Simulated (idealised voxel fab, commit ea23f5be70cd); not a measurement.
Proc. module: voxel self aligned vias
Each square cell in cross-section cut measures 5 nm, and the section as a whole is 250 nm wide.
Bands, listed from the top down, are how a cross-section gets written in this document; the cross-section itself is a grid of square cells, and a band is one or more rows of them.
Band: top height; bottom height; in nm. Then, left to right: material with width in nm, for each material. "full width": a single material spanning edge to edge. "empty": empty space.
Where do heights start? At 0: under that level the wafer as delivered is made of one material only. And the lowest band has no floor; it just carries on downward, as in "z 0 and below".
The expression "30..40" gives the width at the extremes of the band, the first number at its top row of cells and the second at its bottom row, with the width changing by equal amounts from each row to the next in between.
Any step labelled "no change" changed none of the cells in the cross-section.
"Entrapped void list" means: voids of 8 cells or more that are shut off from the top with no open way through. Written width x height at distance, distance from the left edge, in nm.
Past the settings on a step's line: simulator remark, on that step.
overlay nm: where the mask lay relative to plan, measured to the right, on steps with a mask; negatives go left.
## The process steps that were planned are listed below
1. RECEIVE | material Si
2. CONFORMAL_DEP | material SiO2 | thk nm 15
3. CONFORMAL_DEP | material SiCN | thk nm 5
4. DIRECTIONAL_DEP | material SiO2 | thk nm 30
5. PATTERN | tone open | mask id LINES | material resist | width nm 30 | pitch nm 65 | thk nm 15 | overlay nm 0
6. DIRECTIONAL_ETCH | etch materials SiO2 | depth nm 30
7. STRIP | etch materials resist
8. CONFORMAL_DEP | material TiN | thk nm 5
9. FILL_DEP | material Ru | thk nm 5
10. CMP | height nm 50
11. SELECTIVE_ETCH | etch materials W Ru TiN | depth nm 5
12. FILL_DEP | material SiN | thk nm 10
13. CMP | height nm 50
14. DIRECTIONAL_DEP | material SiO2 | thk nm 15
15. MASKED_ETCH | tone open | mask id VIAS | width nm 50 | pitch nm 65 | etch materials SiO2 | depth nm 15 | overlay nm 0
16. MASKED_ETCH | tone open | mask id VIAS | width nm 50 | pitch nm 65 | etch materials SiN | depth nm 5 | overlay nm 0
17. CONFORMAL_DEP | material TiN | thk nm 5
18. FILL_DEP | material W | thk nm 10
19. CMP | height nm 65
20. CONFORMAL_DEP | material SiN | thk nm 5
## So this is the incoming wafer in cross-section - it's already been through step 1
> z 0 and below = Si full width
> Entrapped void list: none
## End state of the module in cross-section, given the above starting point and plan and one mistake in execution
> z 70 to 65 = SiN full width
> z 65 to 50 = SiO2 65  TiN 5  W 40  TiN 5  SiO2 15  TiN 5  W 40  TiN 5  SiO2 70
> z 50 to 45 = SiO2 65  TiN 50  SiO2 15  TiN 50  SiO2 70
> z 45 to 25 = SiO2 75  TiN 5  Ru 20  TiN 5  SiO2 35  TiN 5  Ru 20  TiN 5  SiO2 80
> z 25 to 20 = SiO2 75  TiN 30  SiO2 35  TiN 30  SiO2 80
> z 20 to 15 = SiCN full width
> z 15 to 0 = SiO2 full width
> z 0 and below = Si full width
> Entrapped void list: none
Nonconformance to the process plan: not per plan at step 15, really ran MASKED_ETCH | tone open | mask id VIAS | width nm 50 | pitch nm 65 | etch materials SiO2 | depth nm 20 | overlay nm 0
